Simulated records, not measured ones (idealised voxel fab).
Process module name: voxel double patterning
205 nm wide, 5 nm square cells: that's cross-section cut.
If you're reading a cross-section in this doc, picture square cells in a grid; it comes to you as bands, top ones listed first down to the bottom, and a band can be one or more rows of cells. The entry gives the band's vertical extent as a top height and a bottom height in nm, then its horizontal make-up as materials from left to right, each with a width in nm. "empty" stands for empty space; a single material marked "edge to edge" fills the band edge to edge. Basically, 0 is our baseline, since under it the wafer straight out of the box is all one material. The bottom band has no lower end and keeps on going down, so it looks like "z 0 and below". A two-number width, for instance "30..40", indicates that the width is equal to the first number in the top row of the band and to the second number in the bottom row, and that it changes by a constant amount per row of cells. Take "left unchanged" at face value: in the step it is given for, the cross-section changed in none of its cells. Listed in "Enclosed cavities": every empty space of 8 or more cells without an open way to the top. Form: width x height at distance, the distance being from the left edge, all in nm. Heads up: the bit after the settings on a step's line is the simulator's remark on that step. overlay nm, on a step with a mask: how far to the right of its planned place the mask lay; to the left if negative.
# Intended process steps
1. RECEIVE with material Si
2. CONFORMAL_DEP with material SiO2, thk nm 10
3. DIRECTIONAL_DEP with material TiN, thk nm 10
4. DIRECTIONAL_DEP with material SiN, thk nm 5
5. MASKED_ETCH with tone open, mask id FIRST, width nm 15, pitch nm 50, etch materials SiN, depth nm 5, overlay nm 0
6. DIRECTIONAL_DEP with material aC, thk nm 15
7. PATTERN with tone open, mask id SECOND, material resist, width nm 15, pitch nm 50, thk nm 30, overlay nm 0
8. DIRECTIONAL_ETCH with etch materials aC, depth nm 15
9. STRIP with etch materials resist
10. DIRECTIONAL_ETCH with etch materials SiN, depth nm 5
11. STRIP with etch materials aC
12. DIRECTIONAL_ETCH with etch materials TiN, depth nm 10
13. STRIP with etch materials SiN
# The first of the two wafers, which ran as planned
# The cross-section here shows the wafer as received, i.e. in its state after step 1
* z 0 and below | Si edge to edge
* Enclosed cavities: none
# Wafer section view after processing step 2
* z 10 to 0 | SiO2 edge to edge
* Note: structure below 0 unchanged.
# Wafer section view after processing step 3
* z 20 to 10 | TiN edge to edge
* Note: structure below 10 unchanged.
# Wafer section view after processing step 4
* z 25 to 20 | SiN edge to edge
* Note: structure below 20 unchanged.
# Wafer section view after processing step 5
* z 25 to 20 | 45 of SiN, 15 of empty, 35 of SiN, 15 of empty, 35 of SiN, 15 of empty, 45 of SiN
* Note: structure below 20 unchanged.
# Wafer section view after processing step 6
* z 40 to 35 | 45 of aC, 15 of empty, 35 of aC, 15 of empty, 35 of aC, 15 of empty, 45 of aC
* z 35 to 25 | aC edge to edge
* z 25 to 20 | 45 of SiN, 15 of aC, 35 of SiN, 15 of aC, 35 of SiN, 15 of aC, 45 of SiN
* Note: structure below 20 unchanged.
# Wafer section view after processing step 7
* z 70 to 40 | 70 of resist, 15 of empty, 35 of resist, 15 of empty, 70 of resist
* z 40 to 35 | 45 of aC, 15 of resist, 35 of aC, 15 of resist, 35 of aC, 15 of resist, 45 of aC
* Note: structure below 35 unchanged.
# Wafer section view after processing step 8
* z 55 to 40 | 70 of resist, 15 of empty, 35 of resist, 15 of empty, 70 of resist
* z 40 to 35 | 45 of aC, 15 of resist, 10 of aC, 15 of empty, 10 of aC, 15 of resist, 10 of aC, 15 of empty, 10 of aC, 15 of resist, 45 of aC
* z 35 to 25 | 70 of aC, 15 of empty, 35 of aC, 15 of empty, 70 of aC
* Note: structure below 25 unchanged.
# Wafer section view after processing step 9
* z 40 to 35 | 45 of aC, 15 of empty, 10 of aC, 15 of empty, 10 of aC, 15 of empty, 10 of aC, 15 of empty, 10 of aC, 15 of empty, 45 of aC
* Note: structure below 35 unchanged.
# Wafer section view after processing step 10
* z 40 to 35 | 45 of aC, 15 of empty, 10 of aC, 15 of empty, 10 of aC, 15 of empty, 10 of aC, 15 of empty, 10 of aC, 15 of empty, 45 of aC
* z 35 to 25 | 70 of aC, 15 of empty, 35 of aC, 15 of empty, 70 of aC
* z 25 to 20 | 45 of SiN, 15 of aC, 10 of SiN, 15 of empty, 10 of SiN, 15 of aC, 10 of SiN, 15 of empty, 10 of SiN, 15 of aC, 45 of SiN
* Note: structure below 20 unchanged.
# Wafer section view after processing step 11
* z 25 to 20 | 45 of SiN, 15 of empty, 10 of SiN, 15 of empty, 10 of SiN, 15 of empty, 10 of SiN, 15 of empty, 10 of SiN, 15 of empty, 45 of SiN
* Note: structure below 20 unchanged.
# Wafer section view after processing step 12
* z 25 to 20 | 45 of SiN, 15 of empty, 10 of SiN, 15 of empty, 10 of SiN, 15 of empty, 10 of SiN, 15 of empty, 10 of SiN, 15 of empty, 45 of SiN
* z 20 to 10 | 45 of TiN, 15 of empty, 10 of TiN, 15 of empty, 10 of TiN, 15 of empty, 10 of TiN, 15 of empty, 10 of TiN, 15 of empty, 45 of TiN
* Note: structure below 10 unchanged.
# Wafer section view after processing step 13
* z 20 to 10 | 45 of TiN, 15 of empty, 10 of TiN, 15 of empty, 10 of TiN, 15 of empty, 10 of TiN, 15 of empty, 10 of TiN, 15 of empty, 45 of TiN
* Note: structure below 10 unchanged.
# The second wafer was prepared from the same starting point and under the same plan as the first; its processing contained one mistake, and it remains indistinguishable from the first wafer up to and including step 4
# Cross-sectional view of the second wafer at the intended end time of process step 5
* z 25 to 20 | 35 of SiN, 15 of empty, 35 of SiN, 15 of empty, 35 of SiN, 15 of empty, 55 of SiN
* Note: structure below 20 unchanged.
# Cross-sectional view of the second wafer at the intended end time of process step 6
* z 40 to 35 | 35 of aC, 15 of empty, 35 of aC, 15 of empty, 35 of aC, 15 of empty, 55 of aC
* z 35 to 25 | aC edge to edge
* z 25 to 20 | 35 of SiN, 15 of aC, 35 of SiN, 15 of aC, 35 of SiN, 15 of aC, 55 of SiN
* Note: structure below 20 unchanged.
# Cross-sectional view of the second wafer at the intended end time of process step 7
* z 70 to 40 | 70 of resist, 15 of empty, 35 of resist, 15 of empty, 70 of resist
* z 40 to 35 | 35 of aC, 15 of resist, 35 of aC, 15 of resist, 35 of aC, 15 of resist, 55 of aC
* Note: structure below 35 unchanged.
# Cross-sectional view of the second wafer at the intended end time of process step 8
* z 55 to 40 | 70 of resist, 15 of empty, 35 of resist, 15 of empty, 70 of resist
* z 40 to 35 | 35 of aC, 15 of resist, 20 of aC, 15 of empty, 15 of resist, 20 of aC, 15 of empty, 15 of resist, 55 of aC
* z 35 to 25 | 70 of aC, 15 of empty, 35 of aC, 15 of empty, 70 of aC
* Note: structure below 25 unchanged.
# Cross-sectional view of the second wafer at the intended end time of process step 9
* z 40 to 35 | 35 of aC, 15 of empty, 20 of aC, 30 of empty, 20 of aC, 30 of empty, 55 of aC
* Note: structure below 35 unchanged.
# Cross-sectional view of the second wafer at the intended end time of process step 10
* z 40 to 35 | 35 of aC, 15 of empty, 20 of aC, 30 of empty, 20 of aC, 30 of empty, 55 of aC
* z 35 to 25 | 70 of aC, 15 of empty, 35 of aC, 15 of empty, 70 of aC
* z 25 to 20 | 35 of SiN, 15 of aC, 20 of SiN, 15 of empty, 15 of aC, 20 of SiN, 15 of empty, 15 of aC, 55 of SiN
* Note: structure below 20 unchanged.
# Cross-sectional view of the second wafer at the intended end time of process step 11
* z 25 to 20 | 35 of SiN, 15 of empty, 20 of SiN, 30 of empty, 20 of SiN, 30 of empty, 55 of SiN
* Note: structure below 20 unchanged.
# Cross-sectional view of the second wafer at the intended end time of process step 12
* z 25 to 20 | 35 of SiN, 15 of empty, 20 of SiN, 30 of empty, 20 of SiN, 30 of empty, 55 of SiN
* z 20 to 10 | 35 of TiN, 15 of empty, 20 of TiN, 30 of empty, 20 of TiN, 30 of empty, 55 of TiN
* Note: structure below 10 unchanged.
# Cross-sectional view of the second wafer at the intended end time of process step 13
* z 20 to 10 | 35 of TiN, 15 of empty, 20 of TiN, 30 of empty, 20 of TiN, 30 of empty, 55 of TiN
* Note: structure below 10 unchanged.
So what did we get wrong on this run? it should be noted that step 5 was executed with settings other than those planned, the operation and settings actually applied being MASKED_ETCH with tone open, mask id FIRST, width nm 15, pitch nm 50, etch materials SiN, depth nm 5, overlay nm -10
By the end, you'd get the same cell count for each material on either wafer, but the second wafer puts them somewhere else.
